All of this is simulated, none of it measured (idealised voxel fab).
Presented below is a process module, voxel ribs on slabs.
FYI the section here is cut, 270 nm wide, cells are 5 nm squares.
When this document writes out a cross-section, it uses a grid of square cells and lists it as bands, beginning at the top and moving down, with a band standing for one or more rows of cells.
Within each band entry, the heights of the top and of the bottom of the band appear first, in that order and in nm; the materials of the band then follow from left to right, each with its corresponding width in nm. The designation "everywhere" on a single material indicates that it fills the band from edge to edge; the designation "empty" indicates empty space.
All heights in this document are referenced to 0, defined as the level beneath which the wafer, as received, consists entirely of one material. The lowest band is not bounded below; it extends indefinitely downward and is written in the form "0 nm and below".
Think of "30 to 40" as a width that walks from the first number to the second as you go down the band, top row to bottom row, taking equal-sized steps from row to row.
You'll sometimes find "changes: none" written for a step, and that's the way of saying that nowhere in the cross-section did a cell change during that step.
Enclosed voids (no open way to top), threshold 8 cells or more, entry "Sealed cavities", notation width x height at distance, distance from left edge, nm.
Formally, on a step line, whatever follows the settings is a remark that the simulator itself makes on the step.
Regarding "overlay nm": on a step with a mask, it is the distance the mask lay to the right of its planned place; a negative value places it to the left.

## So here's the lineup of process steps we planned
1) RECEIVE | material Si
2) DIRECTIONAL_DEP | material SiO2 | thk nm 25
3) DIRECTIONAL_DEP | material SiN | thk nm 20
4) DIRECTIONAL_DEP | material aC | thk nm 15
5) PATTERN | tone cover | mask id RIB | material resist | width nm 15 | thk nm 35 | overlay nm 0
6) DIRECTIONAL_ETCH | etch materials aC | depth nm 15
7) STRIP | etch materials resist
8) DIRECTIONAL_ETCH | etch materials SiN | depth nm 5
9) STRIP | etch materials aC
10) MASKED_ETCH | tone cover | mask id SLAB | width nm 55 | etch materials SiN | depth nm 15 | overlay nm 0
11) FILL_DEP | material SiO2 | thk nm 15
12) CMP | height nm 55
13) DIRECTIONAL_DEP | material W | thk nm 10
14) PATTERN | tone cover | mask id HEATER | material resist | width nm 25 | thk nm 15 | overlay nm 0
15) DIRECTIONAL_ETCH | etch materials W | depth nm 10
16) STRIP | etch materials resist
17) CONFORMAL_DEP | material SiN | thk nm 5

## Cross-section, incoming material, after step 1
* 0 nm and below | Si everywhere
* Sealed cavities: none

## The plan above was carried out on the starting structure above with one mistake, and this cross-section shows the wafer at the end of the module
* 65 nm to 55 nm | empty=120, W=25, empty=125
* 55 nm to 45 nm | SiO2 everywhere
* 45 nm to 40 nm | SiO2=125, SiN=15, SiO2=130
* 40 nm to 25 nm | SiO2=105, SiN=55, SiO2=110
* 25 nm to 0 nm | SiO2 everywhere
* 0 nm and below | Si everywhere
* Sealed cavities: none
Finding, execution versus plan: plan step 17 was not performed, having been skipped
